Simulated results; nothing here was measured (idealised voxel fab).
Process module in this document: voxel wiring stack
Pictured: cross-section cut, 195 nm wide, on a grid of 5 nm square cells.
Heads up, the way a cross-section reads in here is a grid of square cells, handed over as bands from the top down, with every band being one or more rows of cells.
Within each band entry, the heights of the top and of the bottom of the band appear first, in that order and in nm; the materials of the band then follow from left to right, each with its corresponding width in nm. The designation "everywhere" on a single material indicates that it fills the band from edge to edge; the designation "air" indicates empty space.
Ref level 0: as-received wafer is one material below here. Bottom band extends down with no lower bound ("0 down").
A width such as "30..40" changes by the same amount from each row of cells to the next, from the band's top row to its bottom row.
"no modification" for a step: no cell of the cross-section changed in that step.
For the entry "Completely sealed voids", the listed items are empty spaces with no open way to the top whose size is 8 cells or more; each item follows the pattern width x height at distance, where distance is from the left edge and all three are in nm.
The remark found on a step's line after its settings is issued by the simulator itself and pertains to that step.
The setting "overlay nm" may be written on the line of a step. When the step uses a mask, the value reports how far to the right of the planned place the mask lay, and a negative value reports that it lay to the left.
## Process steps foreseen in the plan
- 1: RECEIVE: material Si
- 2: CONFORMAL_DEP: material SiO2, thk nm 15
- 3: CONFORMAL_DEP: material SiCN, thk nm 5
- 4: DIRECTIONAL_DEP: material SiO2, thk nm 20
- 5: MASKED_ETCH: tone open, mask id METAL_1, width nm 30, pitch nm 45, etch materials SiO2, depth nm 20, overlay nm 0
- 6: MASKED_ETCH: tone open, mask id METAL_1, width nm 30, pitch nm 45, etch materials SiCN, depth nm 5, overlay nm 0
- 7: CONFORMAL_DEP: material TiN, thk nm 5
- 8: FILL_DEP: material W, thk nm 10
- 9: CMP: height nm 40
- 10: CONFORMAL_DEP: material SiCN, thk nm 5
- 11: DIRECTIONAL_DEP: material SiO2, thk nm 15
- 12: MASKED_ETCH: tone open, mask id PLUG_1, width nm 15, pitch nm 45, etch materials SiO2, depth nm 15, overlay nm 0
- 13: MASKED_ETCH: tone open, mask id PLUG_1, width nm 15, pitch nm 45, etch materials SiCN, depth nm 5, overlay nm 0
- 14: CONFORMAL_DEP: material TiN, thk nm 5
- 15: FILL_DEP: material Cu, thk nm 10
- 16: CMP: height nm 60
- 17: CONFORMAL_DEP: material SiCN, thk nm 5
- 18: DIRECTIONAL_DEP: material lowk, thk nm 25
- 19: DIRECTIONAL_DEP: material aC, thk nm 10
- 20: PATTERN: tone open, mask id METAL_2, material resist, width nm 30, pitch nm 45, thk nm 30, overlay nm 0
- 21: DIRECTIONAL_ETCH: etch materials aC, depth nm 10
- 22: STRIP: etch materials resist
- 23: DIRECTIONAL_ETCH: etch materials lowk, depth nm 25
- 24: DIRECTIONAL_ETCH: etch materials SiCN, depth nm 5
- 25: STRIP: etch materials aC
- 26: CONFORMAL_DEP: material TiN, thk nm 5
- 27: FILL_DEP: material Ru, thk nm 10
- 28: CMP: height nm 90
- 29: CONFORMAL_DEP: material SiCN, thk nm 5
## Cross-section of the wafer at receipt, which is the condition after step 1
    0 down = Si everywhere
    Completely sealed voids: none
## Below is the wafer in cross-section after the module was completed. It began from the starting point shown above and followed the plan shown above, except that one mistake was made while running it
    95 to 90 = SiCN everywhere
    90 to 65 = 60 lowk / 5 TiN / 20 Ru / 5 TiN / 15 lowk / 5 TiN / 20 Ru / 5 TiN / 60 lowk
    65 to 60 = 60 SiCN / 30 TiN / 15 SiCN / 30 TiN / 60 SiCN
    60 to 45 = 60 SiO2 / 5 TiN / 5 Cu / 5 TiN / 30 SiO2 / 5 TiN / 5 Cu / 5 TiN / 75 SiO2
    45 to 40 = 60 SiCN / 15 TiN / 30 SiCN / 15 TiN / 75 SiCN
    40 to 25 = 60 SiO2 / 5 TiN / 20 W / 5 TiN / 15 SiO2 / 5 TiN / 20 W / 5 TiN / 60 SiO2
    25 to 20 = 60 SiO2 / 15 TiN / 10 W / 5 TiN / 15 SiO2 / 15 TiN / 10 W / 5 TiN / 60 SiO2
    20 to 15 = 70 SiCN / 20 TiN / 25 SiCN / 20 TiN / 60 SiCN
    15 to 0 = SiO2 everywhere
    0 down = Si everywhere
    Completely sealed voids: none
Nonconformance to the process plan: step 6 ran as: MASKED_ETCH: tone open, mask id METAL_1, width nm 30, pitch nm 45, etch materials SiCN, depth nm 5, overlay nm 10
